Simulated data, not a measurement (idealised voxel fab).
The document below concerns the process module designated voxel ribs on slabs.
For reference, the cross-section in this document is cut, with width 265 nm and square cells of 5 nm.
Cross-section spec: square-cell grid; bands listed top down; each band is one or more rows.
In this notation a band is specified by the heights of its top and bottom, in that order and in nm, after which its materials appear from left to right, each paired with its width in nm. The word "full width" attached to a single material means that material fills the band from edge to edge; the word "empty" stands for empty space.
Heads up on the height convention: 0 is the point under which the incoming wafer is all one material, and the lowest band has no bottom, it just keeps going down, like "z 0 and below".
Graded width ("30 to 40"): value in top row of band = first number; value in bottom row = second number; row-to-row change constant.
Take "nothing altered" at face value: in the step it is given for, the cross-section changed in none of its cells.
Look at "Enclosed void listing" for the closed voids: empty spaces with no open path to the top, sized 8 cells or up. Each is width x height at distance, distance from the left edge, all nm.
Post-settings text on a step line: simulator's own remark regarding the step.
overlay nm: for a step with a mask, the amount by which the mask lay right of where it was planned; a negative amount means left of it.

-- List of planned process steps
1 RECEIVE [material Si]
2 DIRECTIONAL_DEP [material SiO2] [thk nm 30]
3 DIRECTIONAL_DEP [material SiN] [thk nm 20]
4 PATTERN [tone cover] [mask id RIB] [material resist] [width nm 25] [thk nm 15] [overlay nm 0]
5 DIRECTIONAL_ETCH [etch materials SiN] [depth nm 5]
6 STRIP [etch materials resist]
7 PATTERN [tone cover] [mask id SLAB] [material resist] [width nm 85] [thk nm 15] [overlay nm 0]
8 DIRECTIONAL_ETCH [etch materials SiN] [depth nm 15]
9 STRIP [etch materials resist]
10 FILL_DEP [material SiO2] [thk nm 20]
11 CMP [height nm 60]
12 DIRECTIONAL_DEP [material W] [thk nm 5]
13 DIRECTIONAL_DEP [material aC] [thk nm 15]
14 PATTERN [tone cover] [mask id HEATER] [material resist] [width nm 35] [thk nm 30] [overlay nm 0]
15 DIRECTIONAL_ETCH [etch materials aC] [depth nm 15]
16 STRIP [etch materials resist]
17 DIRECTIONAL_ETCH [etch materials W] [depth nm 5]
18 STRIP [etch materials aC]
19 CONFORMAL_DEP [material SiN] [thk nm 10]

-- Of two wafers, the first: run according to plan

-- Cross-section of the wafer as it came to us, i.e., already through step 1
* z 0 and below = Si full width
* Enclosed void listing: none

-- State of the wafer after step 2, shown in cross-section
* z 30 to 0 = SiO2 full width
* below 0: unchanged

-- State of the wafer after step 3, shown in cross-section
* z 50 to 30 = SiN full width
* below 30: unchanged

-- State of the wafer after step 4, shown in cross-section
* z 65 to 50 = empty: 120  resist: 25  empty: 120
* below 50: unchanged

-- State of the wafer after step 5, shown in cross-section
* z 65 to 50 = empty: 120  resist: 25  empty: 120
* z 50 to 45 = empty: 120  SiN: 25  empty: 120
* below 45: unchanged

-- State of the wafer after step 6, shown in cross-section
* z 50 to 45 = empty: 120  SiN: 25  empty: 120
* below 45: unchanged

-- State of the wafer after step 7, shown in cross-section
* z 65 to 50 = empty: 90  resist: 85  empty: 90
* z 50 to 45 = empty: 90  resist: 30  SiN: 25  resist: 30  empty: 90
* below 45: unchanged

-- State of the wafer after step 8, shown in cross-section
* z 65 to 50 = empty: 90  resist: 85  empty: 90
* z 50 to 45 = empty: 90  resist: 30  SiN: 25  resist: 30  empty: 90
* z 45 to 30 = empty: 90  SiN: 85  empty: 90
* below 30: unchanged

-- State of the wafer after step 9, shown in cross-section
* z 50 to 45 = empty: 120  SiN: 25  empty: 120
* below 45: unchanged

-- State of the wafer after step 10, shown in cross-section
* z 70 to 50 = SiO2 full width
* z 50 to 45 = SiO2: 120  SiN: 25  SiO2: 120
* z 45 to 30 = SiO2: 90  SiN: 85  SiO2: 90
* below 30: unchanged

-- State of the wafer after step 11, shown in cross-section
* z 60 to 50 = SiO2 full width
* below 50: unchanged

-- State of the wafer after step 12, shown in cross-section
* z 65 to 60 = W full width
* below 60: unchanged

-- State of the wafer after step 13, shown in cross-section
* z 80 to 65 = aC full width
* below 65: unchanged

-- State of the wafer after step 14, shown in cross-section
* z 110 to 80 = empty: 115  resist: 35  empty: 115
* below 80: unchanged

-- State of the wafer after step 15, shown in cross-section
* z 95 to 80 = empty: 115  resist: 35  empty: 115
* z 80 to 65 = empty: 115  aC: 35  empty: 115
* below 65: unchanged

-- State of the wafer after step 16, shown in cross-section
* z 80 to 65 = empty: 115  aC: 35  empty: 115
* below 65: unchanged

-- State of the wafer after step 17, shown in cross-section
* z 80 to 65 = empty: 115  aC: 35  empty: 115
* z 65 to 60 = empty: 115  W: 35  empty: 115
* below 60: unchanged

-- State of the wafer after step 18, shown in cross-section
* z 65 to 60 = empty: 115  W: 35  empty: 115
* below 60: unchanged

-- State of the wafer after step 19, shown in cross-section
* z 75 to 70 = empty: 105  SiN: 55  empty: 105
* z 70 to 65 = SiN full width
* z 65 to 60 = SiN: 115  W: 35  SiN: 115
* below 60: unchanged

-- Second wafer, same starting conditions and recipe as the first, one mistake in executing it, nothing differs from the first up to and including step 6

-- Here is the second wafer in cross-section at the point where step 7 of the plan should have been done
* z 65 to 50 = empty: 95  resist: 75  empty: 95
* z 50 to 45 = empty: 95  resist: 25  SiN: 25  resist: 25  empty: 95
* below 45: unchanged

-- Here is the second wafer in cross-section at the point where step 8 of the plan should have been done
* z 65 to 50 = empty: 95  resist: 75  empty: 95
* z 50 to 45 = empty: 95  resist: 25  SiN: 25  resist: 25  empty: 95
* z 45 to 30 = empty: 95  SiN: 75  empty: 95
* below 30: unchanged

-- Here is the second wafer in cross-section at the point where step 9 of the plan should have been done
* z 50 to 45 = empty: 120  SiN: 25  empty: 120
* below 45: unchanged

-- Here is the second wafer in cross-section at the point where step 10 of the plan should have been done
* z 70 to 50 = SiO2 full width
* z 50 to 45 = SiO2: 120  SiN: 25  SiO2: 120
* z 45 to 30 = SiO2: 95  SiN: 75  SiO2: 95
* below 30: unchanged

-- Here is the second wafer in cross-section at the point where step 11 of the plan should have been done
* z 60 to 50 = SiO2 full width
* below 50: unchanged

-- Here is the second wafer in cross-section at the point where step 12 of the plan should have been done
* z 65 to 60 = W full width
* below 60: unchanged

-- Here is the second wafer in cross-section at the point where step 13 of the plan should have been done
* z 80 to 65 = aC full width
* below 65: unchanged

-- Here is the second wafer in cross-section at the point where step 14 of the plan should have been done
* z 110 to 80 = empty: 115  resist: 35  empty: 115
* below 80: unchanged

-- Here is the second wafer in cross-section at the point where step 15 of the plan should have been done
* z 95 to 80 = empty: 115  resist: 35  empty: 115
* z 80 to 65 = empty: 115  aC: 35  empty: 115
* below 65: unchanged

-- Here is the second wafer in cross-section at the point where step 16 of the plan should have been done
* z 80 to 65 = empty: 115  aC: 35  empty: 115
* below 65: unchanged

-- Here is the second wafer in cross-section at the point where step 17 of the plan should have been done
* z 80 to 65 = empty: 115  aC: 35  empty: 115
* z 65 to 60 = empty: 115  W: 35  empty: 115
* below 60: unchanged

-- Here is the second wafer in cross-section at the point where step 18 of the plan should have been done
* z 65 to 60 = empty: 115  W: 35  empty: 115
* below 60: unchanged

-- Here is the second wafer in cross-section at the point where step 19 of the plan should have been done
* z 75 to 70 = empty: 105  SiN: 55  empty: 105
* z 70 to 65 = SiN full width
* z 65 to 60 = SiN: 115  W: 35  SiN: 115
* below 60: unchanged
Want to know what went wrong? the process deviated at step 7: the operation and settings actually run there were PATTERN [tone cover] [mask id SLAB] [material resist] [width nm 75] [thk nm 15] [overlay nm 0]
The closing comparison, in cells, has the second wafer with more or fewer of some materials than the first: -6 SiN | +6 SiO2
